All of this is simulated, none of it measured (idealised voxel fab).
This is a process module. Its name is voxel transistor to metal.
Displayed cross-section: cut, width of 155 nm, square cells sized 5 nm.
Cross-section layout: square cells on a grid; listed as bands, top to bottom; a band spans one or more cell rows. The entry gives the band's vertical extent as a top height and a bottom height in nm, then its horizontal make-up as materials from left to right, each with a width in nm. "air" stands for empty space; a single material marked "edge to edge" fills the band edge to edge. Zero point of the height axis is 0; under it, received wafer = one material. Lowest band: continues down indefinitely, "0 and below". Quick explanation for "30..40": the width changes in equal steps down the rows of cells, from the first number in the band's top row to the second number in its bottom row. "stayed the same" -> step changed no cross-section cell. If an empty space has no open way to the top and is at least 8 cells in size, "Cavities, closed" lists it, written width x height at distance, where distance is measured from the left edge and every value is in nm. On each step's line, the part that comes after the settings is the simulator's own comment on the step. Steps that use a mask can have "overlay nm" on their line. It says how far the mask sat to the right of where it was meant to be. Negative means to the left.

[Steps in the process plan]
1 RECEIVE [material Si]
2 OXIDIZE [depth nm 5]
3 CONFORMAL_DEP [material SiN] [thk nm 15]
4 MASKED_ETCH [tone cover] [mask id ACTIVE] [width nm 105] [etch materials SiN] [depth nm 15] [overlay nm 0]
5 MASKED_ETCH [tone cover] [mask id ACTIVE] [width nm 105] [etch materials SiO2] [depth nm 5] [overlay nm 0]
6 MASKED_ETCH [tone cover] [mask id ACTIVE] [width nm 105] [etch materials Si] [depth nm 35] [overlay nm 0]
7 OXIDIZE [depth nm 5]
8 FILL_DEP [material SiO2] [thk nm 10]
9 CMP [height nm 15]
10 SELECTIVE_ETCH [etch materials SiO2] [depth nm 10]
11 STRIP [etch materials SiN]
12 SELECTIVE_ETCH [etch materials SiO2] [depth nm 5]
13 OXIDIZE [depth nm 5]
14 DIRECTIONAL_DEP [material polySi] [thk nm 25]
15 DIRECTIONAL_DEP [material SiCN] [thk nm 15]
16 DIRECTIONAL_DEP [material aC] [thk nm 10]
17 PATTERN [tone cover] [mask id GATE] [material resist] [width nm 15] [thk nm 25] [overlay nm 0]
18 DIRECTIONAL_ETCH [etch materials aC] [depth nm 10]
19 STRIP [etch materials resist]
20 DIRECTIONAL_ETCH [etch materials SiCN] [depth nm 25]
21 DIRECTIONAL_ETCH [etch materials polySi] [depth nm 35]
22 STRIP [etch materials aC]
23 CONFORMAL_DEP [material SiO2] [thk nm 5]
24 DIRECTIONAL_ETCH [etch materials SiO2] [depth nm 5]
25 CONFORMAL_DEP [material SiN] [thk nm 10]
26 DIRECTIONAL_ETCH [etch materials SiN] [depth nm 10]
27 DIRECTIONAL_ETCH [etch materials SiO2] [depth nm 5]
28 DIRECTIONAL_ETCH [etch materials Si] [depth nm 5]
29 EPI [material pSi] [thk nm 10]
30 FILL_DEP [material SiO2] [thk nm 5]
31 CMP [height nm 35]
32 DIRECTIONAL_DEP [material SiO2] [thk nm 15]
33 PATTERN [tone open] [mask id CONTACT] [material resist] [width nm 20] [pitch nm 65] [thk nm 20] [overlay nm 0]
34 DIRECTIONAL_ETCH [etch materials SiO2] [depth nm 50]
35 STRIP [etch materials resist]
36 CONFORMAL_DEP [material TiN] [thk nm 5]
37 FILL_DEP [material W] [thk nm 5]
38 CMP [height nm 50]
39 CONFORMAL_DEP [material SiCN] [thk nm 5]
40 DIRECTIONAL_DEP [material SiO2] [thk nm 25]
41 PATTERN [tone open] [mask id METAL_1] [material resist] [width nm 20] [pitch nm 65] [thk nm 15] [overlay nm 0]
42 DIRECTIONAL_ETCH [etch materials SiO2] [depth nm 25]
43 DIRECTIONAL_ETCH [etch materials SiCN] [depth nm 5]
44 STRIP [etch materials resist]
45 CONFORMAL_DEP [material TiN] [thk nm 5]
46 FILL_DEP [material W] [thk nm 5]
47 CMP [height nm 80]
48 EPI [material Ru] [thk nm 5]
49 FILL_DEP [material SiCN] [thk nm 5]

[Below: the first of two wafers, run as planned]

[Incoming wafer, cross-sectional view, post step 1]
    0 and below  Si edge to edge
    Cavities, closed: none

[Once step 2 is through, the wafer looks like this in cross-section]
    0 down to -5  SiO2 edge to edge
    For the remainder of the cross-section, below -5, there is no change.

[Once step 3 is through, the wafer looks like this in cross-section]
    15 down to 0  SiN edge to edge
    For the remainder of the cross-section, below 0, there is no change.

[Once step 4 is through, the wafer looks like this in cross-section]
    15 down to 0  air=25, SiN=105, air=25
    For the remainder of the cross-section, below 0, there is no change.

[Once step 5 is through, the wafer looks like this in cross-section]
    15 down to 0  air=25, SiN=105, air=25
    0 down to -5  air=25, SiO2=105, air=25
    For the remainder of the cross-section, below -5, there is no change.

[Once step 6 is through, the wafer looks like this in cross-section]
    15 down to 0  air=25, SiN=105, air=25
    0 down to -5  air=25, SiO2=105, air=25
    -5 down to -40  air=25, Si=105, air=25
    For the remainder of the cross-section, below -40, there is no change.

[Once step 7 is through, the wafer looks like this in cross-section]
    15 down to 0  air=25, SiN=105, air=25
    0 down to -5  air=25, SiO2=105, air=25
    -5 down to -40  air=25, SiO2=5, Si=95, SiO2=5, air=25
    -40 down to -45  SiO2=30, Si=95, SiO2=30
    For the remainder of the cross-section, below -45, there is no change.

[Once step 8 is through, the wafer looks like this in cross-section]
    25 down to 15  SiO2 edge to edge
    15 down to 0  SiO2=25, SiN=105, SiO2=25
    0 down to -5  SiO2 edge to edge
    -5 down to -45  SiO2=30, Si=95, SiO2=30
    For the remainder of the cross-section, below -45, there is no change.

[Once step 9 is through, the wafer looks like this in cross-section]
    15 down to 0  SiO2=25, SiN=105, SiO2=25
    For the remainder of the cross-section, below 0, there is no change.

[Once step 10 is through, the wafer looks like this in cross-section]
    15 down to 5  air=25, SiN=105, air=25
    For the remainder of the cross-section, below 5, there is no change.

[Once step 11 is through, the wafer looks like this in cross-section]
    5 down to 0  SiO2=25, air=105, SiO2=25
    For the remainder of the cross-section, below 0, there is no change.

[Once step 12 is through, the wafer looks like this in cross-section]
    0 down to -5  SiO2=20, air=115, SiO2=20
    For the remainder of the cross-section, below -5, there is no change.

[Once step 13 is through, the wafer looks like this in cross-section]
    0 down to -5  SiO2=20, air=115, SiO2=20
    -5 down to -10  SiO2 edge to edge
    For the remainder of the cross-section, below -10, there is no change.

[Once step 14 is through, the wafer looks like this in cross-section]
    25 down to 20  polySi=20, air=115, polySi=20
    20 down to 0  polySi edge to edge
    0 down to -5  SiO2=20, polySi=115, SiO2=20
    For the remainder of the cross-section, below -5, there is no change.

[Once step 15 is through, the wafer looks like this in cross-section]
    40 down to 35  SiCN=20, air=115, SiCN=20
    35 down to 25  SiCN edge to edge
    25 down to 20  polySi=20, SiCN=115, polySi=20
    For the remainder of the cross-section, below 20, there is no change.

[Once step 16 is through, the wafer looks like this in cross-section]
    50 down to 45  aC=20, air=115, aC=20
    45 down to 40  aC edge to edge
    40 down to 35  SiCN=20, aC=115, SiCN=20
    For the remainder of the cross-section, below 35, there is no change.

[Once step 17 is through, the wafer looks like this in cross-section]
    75 down to 50  air=70, resist=15, air=70
    50 down to 45  aC=20, air=50, resist=15, air=50, aC=20
    For the remainder of the cross-section, below 45, there is no change.

[Once step 18 is through, the wafer looks like this in cross-section]
    65 down to 45  air=70, resist=15, air=70
    45 down to 40  air=70, aC=15, air=70
    40 down to 35  SiCN=20, air=50, aC=15, air=50, SiCN=20
    For the remainder of the cross-section, below 35, there is no change.

[Once step 19 is through, the wafer looks like this in cross-section]
    45 down to 40  air=70, aC=15, air=70
    For the remainder of the cross-section, below 40, there is no change.

[Once step 20 is through, the wafer looks like this in cross-section]
    45 down to 35  air=70, aC=15, air=70
    35 down to 25  air=70, SiCN=15, air=70
    25 down to 20  polySi=20, air=50, SiCN=15, air=50, polySi=20
    For the remainder of the cross-section, below 20, there is no change.

[Once step 21 is through, the wafer looks like this in cross-section]
    45 down to 35  air=70, aC=15, air=70
    35 down to 20  air=70, SiCN=15, air=70
    20 down to 0  air=70, polySi=15, air=70
    0 down to -5  SiO2=20, air=50, polySi=15, air=50, SiO2=20
    For the remainder of the cross-section, below -5, there is no change.

[Once step 22 is through, the wafer looks like this in cross-section]
    35 down to 20  air=70, SiCN=15, air=70
    For the remainder of the cross-section, below 20, there is no change.

[Once step 23 is through, the wafer looks like this in cross-section]
    40 down to 35  air=65, SiO2=25, air=65
    35 down to 20  air=65, SiO2=5, SiCN=15, SiO2=5, air=65
    20 down to 5  air=65, SiO2=5, polySi=15, SiO2=5, air=65
    5 down to 0  SiO2=25, air=40, SiO2=5, polySi=15, SiO2=5, air=40, SiO2=25
    0 down to -5  SiO2=70, polySi=15, SiO2=70
    For the remainder of the cross-section, below -5, there is no change.

[Once step 24 is through, the wafer looks like this in cross-section]
    35 down to 20  air=65, SiO2=5, SiCN=15, SiO2=5, air=65
    20 down to 0  air=65, SiO2=5, polySi=15, SiO2=5, air=65
    0 down to -5  SiO2=25, air=40, SiO2=5, polySi=15, SiO2=5, air=40, SiO2=25
    For the remainder of the cross-section, below -5, there is no change.

[Once step 25 is through, the wafer looks like this in cross-section]
    45 down to 35  air=55, SiN=45, air=55
    35 down to 20  air=55, SiN=10, SiO2=5, SiCN=15, SiO2=5, SiN=10, air=55
    20 down to 10  air=55, SiN=10, SiO2=5, polySi=15, SiO2=5, SiN=10, air=55
    10 down to 5  SiN=35, air=20, SiN=10, SiO2=5, polySi=15, SiO2=5, SiN=10, air=20, SiN=35
    5 down to 0  SiN=65, SiO2=5, polySi=15, SiO2=5, SiN=65
    0 down to -5  SiO2=25, SiN=40, SiO2=5, polySi=15, SiO2=5, SiN=40, SiO2=25
    For the remainder of the cross-section, below -5, there is no change.

[Once step 26 is through, the wafer looks like this in cross-section]
    35 down to 20  air=55, SiN=10, SiO2=5, SiCN=15, SiO2=5, SiN=10, air=55
    20 down to 0  air=55, SiN=10, SiO2=5, polySi=15, SiO2=5, SiN=10, air=55
    0 down to -5  SiO2=25, SiN=10, air=20, SiN=10, SiO2=5, polySi=15, SiO2=5, SiN=10, air=20, SiN=10, SiO2=25
    For the remainder of the cross-section, below -5, there is no change.

[Once step 27 is through, the wafer looks like this in cross-section]
    35 down to 30  air=55, SiN=10, air=5, SiCN=15, air=5, SiN=10, air=55
    30 down to 20  air=55, SiN=10, SiO2=5, SiCN=15, SiO2=5, SiN=10, air=55
    20 down to 0  air=55, SiN=10, SiO2=5, polySi=15, SiO2=5, SiN=10, air=55
    0 down to -5  air=25, SiN=10, air=20, SiN=10, SiO2=5, polySi=15, SiO2=5, SiN=10, air=20, SiN=10, air=25
    -5 down to -10  SiO2=35, air=20, SiO2=45, air=20, SiO2=35
    For the remainder of the cross-section, below -10, there is no change.

[Once step 28 is through, the wafer looks like this in cross-section]
    35 down to 30  air=55, SiN=10, air=5, SiCN=15, air=5, SiN=10, air=55
    30 down to 20  air=55, SiN=10, SiO2=5, SiCN=15, SiO2=5, SiN=10, air=55
    20 down to 0  air=55, SiN=10, SiO2=5, polySi=15, SiO2=5, SiN=10, air=55
    0 down to -5  air=25, SiN=10, air=20, SiN=10, SiO2=5, polySi=15, SiO2=5, SiN=10, air=20, SiN=10, air=25
    -5 down to -10  SiO2=35, air=20, SiO2=45, air=20, SiO2=35
    -10 down to -15  SiO2=30, Si=5, air=20, Si=45, air=20, Si=5, SiO2=30
    For the remainder of the cross-section, below -15, there is no change.

[Once step 29 is through, the wafer looks like this in cross-section]
    35 down to 30  air=55, SiN=10, air=5, SiCN=15, air=5, SiN=10, air=55
    30 down to 20  air=55, SiN=10, SiO2=5, SiCN=15, SiO2=5, SiN=10, air=55
    20 down to 0  air=55, SiN=10, SiO2=5, polySi=15, SiO2=5, SiN=10, air=55
    0 down to -5  air=25, SiN=10, pSi=20, SiN=10, SiO2=5, polySi=15, SiO2=5, SiN=10, pSi=20, SiN=10, air=25
    -5 down to -10  SiO2=35, pSi=20, SiO2=45, pSi=20, SiO2=35
    -10 down to -15  SiO2=30, Si=5, pSi=20, Si=45, pSi=20, Si=5, SiO2=30
    For the remainder of the cross-section, below -15, there is no change.

[Once step 30 is through, the wafer looks like this in cross-section]
    40 down to 35  SiO2 edge to edge
    35 down to 20  SiO2=55, SiN=10, SiO2=5, SiCN=15, SiO2=5, SiN=10, SiO2=55
    20 down to 0  SiO2=55, SiN=10, SiO2=5, polySi=15, SiO2=5, SiN=10, SiO2=55
    0 down to -5  SiO2=25, SiN=10, pSi=20, SiN=10, SiO2=5, polySi=15, SiO2=5, SiN=10, pSi=20, SiN=10, SiO2=25
    For the remainder of the cross-section, below -5, there is no change.

[Once step 31 is through, the wafer looks like this in cross-section]
    35 down to 20  SiO2=55, SiN=10, SiO2=5, SiCN=15, SiO2=5, SiN=10, SiO2=55
    For the remainder of the cross-section, below 20, there is no change.

[Once step 32 is through, the wafer looks like this in cross-section]
    50 down to 35  SiO2 edge to edge
    For the remainder of the cross-section, below 35, there is no change.

[Once step 33 is through, the wafer looks like this in cross-section]
    70 down to 50  resist=35, air=20, resist=45, air=20, resist=35
    For the remainder of the cross-section, below 50, there is no change.

[Once step 34 is through, the wafer looks like this in cross-section]
    70 down to 50  resist=35, air=20, resist=45, air=20, resist=35
    50 down to 35  SiO2=35, air=20, SiO2=45, air=20, SiO2=35
    35 down to 20  SiO2=35, air=20, SiN=10, SiO2=5, SiCN=15, SiO2=5, SiN=10, air=20, SiO2=35
    20 down to 0  SiO2=35, air=20, SiN=10, SiO2=5, polySi=15, SiO2=5, SiN=10, air=20, SiO2=35
    For the remainder of the cross-section, below 0, there is no change.

[Once step 35 is through, the wafer looks like this in cross-section]
    50 down to 35  SiO2=35, air=20, SiO2=45, air=20, SiO2=35
    For the remainder of the cross-section, below 35, there is no change.

[Once step 36 is through, the wafer looks like this in cross-section]
    55 down to 50  TiN=40, air=10, TiN=55, air=10, TiN=40
    50 down to 35  SiO2=35, TiN=5, air=10, TiN=5, SiO2=45, TiN=5, air=10, TiN=5, SiO2=35
    35 down to 20  SiO2=35, TiN=5, air=10, TiN=5, SiN=10, SiO2=5, SiCN=15, SiO2=5, SiN=10, TiN=5, air=10, TiN=5, SiO2=35
    20 down to 5  SiO2=35, TiN=5, air=10, TiN=5, SiN=10, SiO2=5, polySi=15, SiO2=5, SiN=10, TiN=5, air=10, TiN=5, SiO2=35
    5 down to 0  SiO2=35, TiN=20, SiN=10, SiO2=5, polySi=15, SiO2=5, SiN=10, TiN=20, SiO2=35
    For the remainder of the cross-section, below 0, there is no change.

[Once step 37 is through, the wafer looks like this in cross-section]
    60 down to 55  W edge to edge
    55 down to 50  TiN=40, W=10, TiN=55, W=10, TiN=40
    50 down to 35  SiO2=35, TiN=5, W=10, TiN=5, SiO2=45, TiN=5, W=10, TiN=5, SiO2=35
    35 down to 20  SiO2=35, TiN=5, W=10, TiN=5, SiN=10, SiO2=5, SiCN=15, SiO2=5, SiN=10, TiN=5, W=10, TiN=5, SiO2=35
    20 down to 5  SiO2=35, TiN=5, W=10, TiN=5, SiN=10, SiO2=5, polySi=15, SiO2=5, SiN=10, TiN=5, W=10, TiN=5, SiO2=35
    For the remainder of the cross-section, below 5, there is no change.

[Once step 38 is through, the wafer looks like this in cross-section]
    50 down to 35  SiO2=35, TiN=5, W=10, TiN=5, SiO2=45, TiN=5, W=10, TiN=5, SiO2=35
    For the remainder of the cross-section, below 35, there is no change.

[Once step 39 is through, the wafer looks like this in cross-section]
    55 down to 50  SiCN edge to edge
    For the remainder of the cross-section, below 50, there is no change.

[Once step 40 is through, the wafer looks like this in cross-section]
    80 down to 55  SiO2 edge to edge
    For the remainder of the cross-section, below 55, there is no change.

[Once step 41 is through, the wafer looks like this in cross-section]
    95 down to 80  resist=35, air=20, resist=45, air=20, resist=35
    For the remainder of the cross-section, below 80, there is no change.

[Once step 42 is through, the wafer looks like this in cross-section]
    95 down to 80  resist=35, air=20, resist=45, air=20, resist=35
    80 down to 55  SiO2=35, air=20, SiO2=45, air=20, SiO2=35
    For the remainder of the cross-section, below 55, there is no change.

[Once step 43 is through, the wafer looks like this in cross-section]
    95 down to 80  resist=35, air=20, resist=45, air=20, resist=35
    80 down to 55  SiO2=35, air=20, SiO2=45, air=20, SiO2=35
    55 down to 50  SiCN=35, air=20, SiCN=45, air=20, SiCN=35
    For the remainder of the cross-section, below 50, there is no change.

[Once step 44 is through, the wafer looks like this in cross-section]
    80 down to 55  SiO2=35, air=20, SiO2=45, air=20, SiO2=35
    For the remainder of the cross-section, below 55, there is no change.

[Once step 45 is through, the wafer looks like this in cross-section]
    85 down to 80  TiN=40, air=10, TiN=55, air=10, TiN=40
    80 down to 55  SiO2=35, TiN=5, air=10, TiN=5, SiO2=45, TiN=5, air=10, TiN=5, SiO2=35
    55 down to 50  SiCN=35, TiN=20, SiCN=45, TiN=20, SiCN=35
    For the remainder of the cross-section, below 50, there is no change.

[Once step 46 is through, the wafer looks like this in cross-section]
    90 down to 85  W edge to edge
    85 down to 80  TiN=40, W=10, TiN=55, W=10, TiN=40
    80 down to 55  SiO2=35, TiN=5, W=10, TiN=5, SiO2=45, TiN=5, W=10, TiN=5, SiO2=35
    For the remainder of the cross-section, below 55, there is no change.

[Once step 47 is through, the wafer looks like this in cross-section]
    80 down to 55  SiO2=35, TiN=5, W=10, TiN=5, SiO2=45, TiN=5, W=10, TiN=5, SiO2=35
    For the remainder of the cross-section, below 55, there is no change.

[Once step 48 is through, the wafer looks like this in cross-section]
    85 down to 80  air=30, Ru=30, air=35, Ru=30, air=30
    For the remainder of the cross-section, below 80, there is no change.

[Once step 49 is through, the wafer looks like this in cross-section]
    90 down to 85  SiCN edge to edge
    85 down to 80  SiCN=30, Ru=30, SiCN=35, Ru=30, SiCN=30
    For the remainder of the cross-section, below 80, there is no change.

[Second wafer, same starting state and plan as the first, one mistake in the run, identical through step 3]

[when step 4 should have ended]
    15 down to 0  air=35, SiN=105, air=15
    For the remainder of the cross-section, below 0, there is no change.

[when step 5 should have ended]
    15 down to 0  air=35, SiN=105, air=15
    0 down to -5  air=25, SiO2=115, air=15
    For the remainder of the cross-section, below -5, there is no change.

[when step 6 should have ended]
    15 down to 0  air=35, SiN=105, air=15
    0 down to -5  air=25, SiO2=115, air=15
    -5 down to -40  air=25, Si=115, air=15
    For the remainder of the cross-section, below -40, there is no change.

[when step 7 should have ended]
    15 down to 0  air=35, SiN=105, air=15
    0 down to -5  air=25, SiO2=115, air=15
    -5 down to -40  air=25, SiO2=5, Si=105, SiO2=5, air=15
    -40 down to -45  SiO2=30, Si=105, SiO2=20
    For the remainder of the cross-section, below -45, there is no change.

[when step 8 should have ended]
    25 down to 15  SiO2 edge to edge
    15 down to 0  SiO2=35, SiN=105, SiO2=15
    0 down to -5  SiO2 edge to edge
    -5 down to -45  SiO2=30, Si=105, SiO2=20
    For the remainder of the cross-section, below -45, there is no change.

[when step 9 should have ended]
    15 down to 0  SiO2=35, SiN=105, SiO2=15
    For the remainder of the cross-section, below 0, there is no change.

[when step 10 should have ended]
    15 down to 5  air=35, SiN=105, air=15
    For the remainder of the cross-section, below 5, there is no change.

[when step 11 should have ended]
    5 down to 0  SiO2=35, air=105, SiO2=15
    For the remainder of the cross-section, below 0, there is no change.

[when step 12 should have ended]
    0 down to -5  SiO2=30, air=115, SiO2=10
    For the remainder of the cross-section, below -5, there is no change.

[when step 13 should have ended]
    0 down to -5  SiO2=30, air=115, SiO2=10
    -5 down to -10  SiO2 edge to edge
    For the remainder of the cross-section, below -10, there is no change.

[when step 14 should have ended]
    25 down to 20  polySi=30, air=115, polySi=10
    20 down to 0  polySi edge to edge
    0 down to -5  SiO2=30, polySi=115, SiO2=10
    For the remainder of the cross-section, below -5, there is no change.

[when step 15 should have ended]
    40 down to 35  SiCN=30, air=115, SiCN=10
    35 down to 25  SiCN edge to edge
    25 down to 20  polySi=30, SiCN=115, polySi=10
    For the remainder of the cross-section, below 20, there is no change.

[when step 16 should have ended]
    50 down to 45  aC=30, air=115, aC=10
    45 down to 40  aC edge to edge
    40 down to 35  SiCN=30, aC=115, SiCN=10
    For the remainder of the cross-section, below 35, there is no change.

[when step 17 should have ended]
    75 down to 50  air=70, resist=15, air=70
    50 down to 45  aC=30, air=40, resist=15, air=60, aC=10
    For the remainder of the cross-section, below 45, there is no change.

[when step 18 should have ended]
    65 down to 45  air=70, resist=15, air=70
    45 down to 40  air=70, aC=15, air=70
    40 down to 35  SiCN=30, air=40, aC=15, air=60, SiCN=10
    For the remainder of the cross-section, below 35, there is no change.

[when step 19 should have ended]
    45 down to 40  air=70, aC=15, air=70
    For the remainder of the cross-section, below 40, there is no change.

[when step 20 should have ended]
    45 down to 35  air=70, aC=15, air=70
    35 down to 25  air=70, SiCN=15, air=70
    25 down to 20  polySi=30, air=40, SiCN=15, air=60, polySi=10
    For the remainder of the cross-section, below 20, there is no change.

[when step 21 should have ended]
    45 down to 35  air=70, aC=15, air=70
    35 down to 20  air=70, SiCN=15, air=70
    20 down to 0  air=70, polySi=15, air=70
    0 down to -5  SiO2=30, air=40, polySi=15, air=60, SiO2=10
    For the remainder of the cross-section, below -5, there is no change.

[when step 22 should have ended]
    35 down to 20  air=70, SiCN=15, air=70
    For the remainder of the cross-section, below 20, there is no change.

[when step 23 should have ended]
    40 down to 35  air=65, SiO2=25, air=65
    35 down to 20  air=65, SiO2=5, SiCN=15, SiO2=5, air=65
    20 down to 5  air=65, SiO2=5, polySi=15, SiO2=5, air=65
    5 down to 0  SiO2=35, air=30, SiO2=5, polySi=15, SiO2=5, air=50, SiO2=15
    0 down to -5  SiO2=70, polySi=15, SiO2=70
    For the remainder of the cross-section, below -5, there is no change.

[when step 24 should have ended]
    35 down to 20  air=65, SiO2=5, SiCN=15, SiO2=5, air=65
    20 down to 0  air=65, SiO2=5, polySi=15, SiO2=5, air=65
    0 down to -5  SiO2=35, air=30, SiO2=5, polySi=15, SiO2=5, air=50, SiO2=15
    For the remainder of the cross-section, below -5, there is no change.

[when step 25 should have ended]
    45 down to 35  air=55, SiN=45, air=55
    35 down to 20  air=55, SiN=10, SiO2=5, SiCN=15, SiO2=5, SiN=10, air=55
    20 down to 10  air=55, SiN=10, SiO2=5, polySi=15, SiO2=5, SiN=10, air=55
    10 down to 5  SiN=45, air=10, SiN=10, SiO2=5, polySi=15, SiO2=5, SiN=10, air=30, SiN=25
    5 down to 0  SiN=65, SiO2=5, polySi=15, SiO2=5, SiN=65
    0 down to -5  SiO2=35, SiN=30, SiO2=5, polySi=15, SiO2=5, SiN=50, SiO2=15
    For the remainder of the cross-section, below -5, there is no change.

[when step 26 should have ended]
    35 down to 20  air=55, SiN=10, SiO2=5, SiCN=15, SiO2=5, SiN=10, air=55
    20 down to 0  air=55, SiN=10, SiO2=5, polySi=15, SiO2=5, SiN=10, air=55
    0 down to -5  SiO2=35, SiN=10, air=10, SiN=10, SiO2=5, polySi=15, SiO2=5, SiN=10, air=30, SiN=10, SiO2=15
    For the remainder of the cross-section, below -5, there is no change.

[when step 27 should have ended]
    35 down to 30  air=55, SiN=10, air=5, SiCN=15, air=5, SiN=10, air=55
    30 down to 20  air=55, SiN=10, SiO2=5, SiCN=15, SiO2=5, SiN=10, air=55
    20 down to 0  air=55, SiN=10, SiO2=5, polySi=15, SiO2=5, SiN=10, air=55
    0 down to -5  air=35, SiN=10, air=10, SiN=10, SiO2=5, polySi=15, SiO2=5, SiN=10, air=30, SiN=10, air=15
    -5 down to -10  SiO2=45, air=10, SiO2=45, air=30, SiO2=25
    For the remainder of the cross-section, below -10, there is no change.

[when step 28 should have ended]
    35 down to 30  air=55, SiN=10, air=5, SiCN=15, air=5, SiN=10, air=55
    30 down to 20  air=55, SiN=10, SiO2=5, SiCN=15, SiO2=5, SiN=10, air=55
    20 down to 0  air=55, SiN=10, SiO2=5, polySi=15, SiO2=5, SiN=10, air=55
    0 down to -5  air=35, SiN=10, air=10, SiN=10, SiO2=5, polySi=15, SiO2=5, SiN=10, air=30, SiN=10, air=15
    -5 down to -10  SiO2=45, air=10, SiO2=45, air=30, SiO2=25
    -10 down to -15  SiO2=30, Si=15, air=10, Si=45, air=30, Si=5, SiO2=20
    For the remainder of the cross-section, below -15, there is no change.

[when step 29 should have ended]
    35 down to 30  air=55, SiN=10, air=5, SiCN=15, air=5, SiN=10, air=55
    30 down to 20  air=55, SiN=10, SiO2=5, SiCN=15, SiO2=5, SiN=10, air=55
    20 down to 0  air=55, SiN=10, SiO2=5, polySi=15, SiO2=5, SiN=10, air=55
    0 down to -5  air=35, SiN=10, pSi=10, SiN=10, SiO2=5, polySi=15, SiO2=5, SiN=10, pSi=10, air=10, pSi=10, SiN=10, air=15
    -5 down to -10  SiO2=45, pSi=10, SiO2=45, pSi=30, SiO2=25
    -10 down to -15  SiO2=30, Si=15, pSi=10, Si=45, pSi=30, Si=5, SiO2=20
    For the remainder of the cross-section, below -15, there is no change.

[when step 30 should have ended]
    40 down to 35  SiO2 edge to edge
    35 down to 20  SiO2=55, SiN=10, SiO2=5, SiCN=15, SiO2=5, SiN=10, SiO2=55
    20 down to 0  SiO2=55, SiN=10, SiO2=5, polySi=15, SiO2=5, SiN=10, SiO2=55
    0 down to -5  SiO2=35, SiN=10, pSi=10, SiN=10, SiO2=5, polySi=15, SiO2=5, SiN=10, pSi=10, SiO2=10, pSi=10, SiN=10, SiO2=15
    For the remainder of the cross-section, below -5, there is no change.

[when step 31 should have ended]
    35 down to 20  SiO2=55, SiN=10, SiO2=5, SiCN=15, SiO2=5, SiN=10, SiO2=55
    For the remainder of the cross-section, below 20, there is no change.

[when step 32 should have ended]
    50 down to 35  SiO2 edge to edge
    For the remainder of the cross-section, below 35, there is no change.

[when step 33 should have ended]
    70 down to 50  resist=35, air=20, resist=45, air=20, resist=35
    For the remainder of the cross-section, below 50, there is no change.

[when step 34 should have ended]
    70 down to 50  resist=35, air=20, resist=45, air=20, resist=35
    50 down to 35  SiO2=35, air=20, SiO2=45, air=20, SiO2=35
    35 down to 20  SiO2=35, air=20, SiN=10, SiO2=5, SiCN=15, SiO2=5, SiN=10, air=20, SiO2=35
    20 down to 0  SiO2=35, air=20, SiN=10, SiO2=5, polySi=15, SiO2=5, SiN=10, air=20, SiO2=35
    For the remainder of the cross-section, below 0, there is no change.

[when step 35 should have ended]
    50 down to 35  SiO2=35, air=20, SiO2=45, air=20, SiO2=35
    For the remainder of the cross-section, below 35, there is no change.

[when step 36 should have ended]
    55 down to 50  TiN=40, air=10, TiN=55, air=10, TiN=40
    50 down to 35  SiO2=35, TiN=5, air=10, TiN=5, SiO2=45, TiN=5, air=10, TiN=5, SiO2=35
    35 down to 20  SiO2=35, TiN=5, air=10, TiN=5, SiN=10, SiO2=5, SiCN=15, SiO2=5, SiN=10, TiN=5, air=10, TiN=5, SiO2=35
    20 down to 5  SiO2=35, TiN=5, air=10, TiN=5, SiN=10, SiO2=5, polySi=15, SiO2=5, SiN=10, TiN=5, air=10, TiN=5, SiO2=35
    5 down to 0  SiO2=35, TiN=20, SiN=10, SiO2=5, polySi=15, SiO2=5, SiN=10, TiN=20, SiO2=35
    For the remainder of the cross-section, below 0, there is no change.

[when step 37 should have ended]
    60 down to 55  W edge to edge
    55 down to 50  TiN=40, W=10, TiN=55, W=10, TiN=40
    50 down to 35  SiO2=35, TiN=5, W=10, TiN=5, SiO2=45, TiN=5, W=10, TiN=5, SiO2=35
    35 down to 20  SiO2=35, TiN=5, W=10, TiN=5, SiN=10, SiO2=5, SiCN=15, SiO2=5, SiN=10, TiN=5, W=10, TiN=5, SiO2=35
    20 down to 5  SiO2=35, TiN=5, W=10, TiN=5, SiN=10, SiO2=5, polySi=15, SiO2=5, SiN=10, TiN=5, W=10, TiN=5, SiO2=35
    For the remainder of the cross-section, below 5, there is no change.

[when step 38 should have ended]
    50 down to 35  SiO2=35, TiN=5, W=10, TiN=5, SiO2=45, TiN=5, W=10, TiN=5, SiO2=35
    For the remainder of the cross-section, below 35, there is no change.

[when step 39 should have ended]
    55 down to 50  SiCN edge to edge
    For the remainder of the cross-section, below 50, there is no change.

[when step 40 should have ended]
    80 down to 55  SiO2 edge to edge
    For the remainder of the cross-section, below 55, there is no change.

[when step 41 should have ended]
    95 down to 80  resist=35, air=20, resist=45, air=20, resist=35
    For the remainder of the cross-section, below 80, there is no change.

[when step 42 should have ended]
    95 down to 80  resist=35, air=20, resist=45, air=20, resist=35
    80 down to 55  SiO2=35, air=20, SiO2=45, air=20, SiO2=35
    For the remainder of the cross-section, below 55, there is no change.

[when step 43 should have ended]
    95 down to 80  resist=35, air=20, resist=45, air=20, resist=35
    80 down to 55  SiO2=35, air=20, SiO2=45, air=20, SiO2=35
    55 down to 50  SiCN=35, air=20, SiCN=45, air=20, SiCN=35
    For the remainder of the cross-section, below 50, there is no change.

[when step 44 should have ended]
    80 down to 55  SiO2=35, air=20, SiO2=45, air=20, SiO2=35
    For the remainder of the cross-section, below 55, there is no change.

[when step 45 should have ended]
    85 down to 80  TiN=40, air=10, TiN=55, air=10, TiN=40
    80 down to 55  SiO2=35, TiN=5, air=10, TiN=5, SiO2=45, TiN=5, air=10, TiN=5, SiO2=35
    55 down to 50  SiCN=35, TiN=20, SiCN=45, TiN=20, SiCN=35
    For the remainder of the cross-section, below 50, there is no change.

[when step 46 should have ended]
    90 down to 85  W edge to edge
    85 down to 80  TiN=40, W=10, TiN=55, W=10, TiN=40
    80 down to 55  SiO2=35, TiN=5, W=10, TiN=5, SiO2=45, TiN=5, W=10, TiN=5, SiO2=35
    For the remainder of the cross-section, below 55, there is no change.

[when step 47 should have ended]
    80 down to 55  SiO2=35, TiN=5, W=10, TiN=5, SiO2=45, TiN=5, W=10, TiN=5, SiO2=35
    For the remainder of the cross-section, below 55, there is no change.

[when step 48 should have ended]
    85 down to 80  air=30, Ru=30, air=35, Ru=30, air=30
    For the remainder of the cross-section, below 80, there is no change.

[when step 49 should have ended]
    90 down to 85  SiCN edge to edge
    85 down to 80  SiCN=30, Ru=30, SiCN=35, Ru=30, SiCN=30
    For the remainder of the cross-section, below 80, there is no change.
Here's what went sideways: step 4 deviated from plan and actually ran as MASKED_ETCH [tone cover] [mask id ACTIVE] [width nm 105] [etch materials SiN] [depth nm 15] [overlay nm 10]
Per the end-of-run cell counts, the second wafer holds more or fewer of some materials than the first: 14 more of Si, 12 fewer of SiO2, 2 fewer of pSi
